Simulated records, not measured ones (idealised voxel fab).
process module | voxel trench capacitor
cross-section cut | 205 nm wide | cells 5 nm
A cross-section is a grid of square cells, given in bands from the top down. A band is one or more rows of cells.
Each band's line starts with the height of the band's top and of its bottom, in nm. Then come its materials from left to right, each with its width in nm. One material with "throughout" fills the band from edge to edge. "air" is empty space.
Height 0 is the level under which the wafer as received is all one material. The lowest band goes on downwards, as in "0 down".
A width such as "30 to 40" changes by the same amount from each row of cells to the next, from the band's top row to its bottom row.
"no change" after a step means that no cell of the cross-section changed.
closed voids: empty space of 8 cells or more with no open way to the top, each as width x height at its distance from the left edge, in nm
after a step's settings: what the simulator itself notes on the step
overlay nm, on a step with a mask: how far to the right of its planned place the mask lay; to the left if negative
plan
1 op RECEIVE | material Si
2 op CONFORMAL_DEP | material SiN | thk nm 5
3 op DIRECTIONAL_DEP | material aC | thk nm 10
4 op PATTERN | tone open | mask id TRENCH | material resist | width nm 20 | pitch nm 50 | thk nm 30 | overlay nm 0
5 op DIRECTIONAL_ETCH | etch materials aC | depth nm 10
6 op STRIP | etch materials resist
7 op DIRECTIONAL_ETCH | etch materials SiN | depth nm 5
8 op DIRECTIONAL_ETCH | etch materials Si | depth nm 25
9 op STRIP | etch materials aC
10 op CONFORMAL_DEP | material Al2O3 | thk nm 5
11 op FILL_DEP | material polySi | thk nm 5
12 op CMP | height nm 5
as received, after step 1
  0 down: Si throughout
  closed voids: none
first wafer at the end, as planned
  5 to 0: SiN 65 | Al2O3 5 | polySi 10 | Al2O3 5 | SiN 30 | Al2O3 5 | polySi 10 | Al2O3 5 | SiN 70
  0 to -20: Si 65 | Al2O3 5 | polySi 10 | Al2O3 5 | Si 30 | Al2O3 5 | polySi 10 | Al2O3 5 | Si 70
  -20 to -25: Si 65 | Al2O3 20 | Si 30 | Al2O3 20 | Si 70
  -25 down: Si throughout
  closed voids: none
second wafer at the end: like start, like plan, one mistake
  -5 to -20: Si 65 | Al2O3 5 | polySi 10 | Al2O3 5 | Si 30 | Al2O3 5 | polySi 10 | Al2O3 5 | Si 70
  -20 to -25: Si 65 | Al2O3 20 | Si 30 | Al2O3 20 | Si 70
  -25 down: Si throughout
  closed voids: none
what went wrong: step 12 ran as: op CMP | height nm -5
at the end the second wafer has, in cells: 8 fewer of Al2O3 | 33 fewer of Si | 33 fewer of SiN | 8 fewer of polySi
